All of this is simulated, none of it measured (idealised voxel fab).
Process module under the name voxel ribs on slabs
Square cells of 5 nm make up the cross-section cut, whose width is 145 nm.
A cross-section is a grid of square cells, given in bands from the top down. A band is one or more rows of cells.
This entry defines a band. It first specifies the height of the band's top and the height of its bottom in nm, and then specifies the band's materials from left to right, stating each material with its width in nm. The word "full width" identifies a single material that fills the band from edge to edge, while the word "blank" identifies empty space.
Heights from 0 (as-received wafer is one material below). Bottom band endless downward, as "0 nm and below".
The width entry "30 to 40" should be interpreted row by row: the top row of cells in the band takes the first number, the bottom row takes the second number, and the change between adjacent rows is uniform throughout.
Step note "left unchanged" = no cross-section cell changed.
So "Closed-off voids" is basically the list of trapped voids: any empty space of 8 cells or more that can't reach the top through an opening. They're written width x height at distance, the distance being from the left edge, and it's all nm.
Whatever follows a step's settings on its line is a remark the simulator itself makes about that step.
overlay nm: step with mask; distance mask lay right of planned place; negative value = left of planned place.
-- Steps in the process plan
1 RECEIVE with material Si
2 DIRECTIONAL_DEP with material SiO2, thk nm 25
3 DIRECTIONAL_DEP with material polySi, thk nm 25
4 MASKED_ETCH with tone cover, mask id RIB, width nm 20, etch materials polySi, depth nm 10, overlay nm 0
5 MASKED_ETCH with tone cover, mask id SLAB, width nm 70, etch materials polySi, depth nm 15, overlay nm 0
6 FILL_DEP with material SiO2, thk nm 20
7 CMP with height nm 65
8 DIRECTIONAL_DEP with material W, thk nm 10
9 DIRECTIONAL_DEP with material aC, thk nm 15
10 PATTERN with tone cover, mask id HEATER, material resist, width nm 30, thk nm 30, overlay nm 0
11 DIRECTIONAL_ETCH with etch materials aC, depth nm 15
12 STRIP with etch materials resist
13 DIRECTIONAL_ETCH with etch materials W, depth nm 10
14 STRIP with etch materials aC
15 CONFORMAL_DEP with material SiN, thk nm 10
-- Cross-section of the incoming wafer, state after step 1
> 0 nm and below  Si full width
> Closed-off voids: none
-- The module was run from the start shown above using the plan shown above, but one mistake was made doing it; the resulting wafer cross-section is below
> 85 nm to 75 nm  blank 45 nm  SiN 50 nm  blank 50 nm
> 75 nm to 65 nm  SiN 55 nm  W 30 nm  SiN 60 nm
> 65 nm to 50 nm  SiO2 full width
> 50 nm to 40 nm  SiO2 60 nm  polySi 20 nm  SiO2 65 nm
> 40 nm to 25 nm  SiO2 40 nm  polySi 70 nm  SiO2 35 nm
> 25 nm to 0 nm  SiO2 full width
> 0 nm and below  Si full width
> Closed-off voids: none
What went wrong in running the wafer? step 5 did not use the planned setting and instead ran as MASKED_ETCH with tone cover, mask id SLAB, width nm 70, etch materials polySi, depth nm 15, overlay nm 5
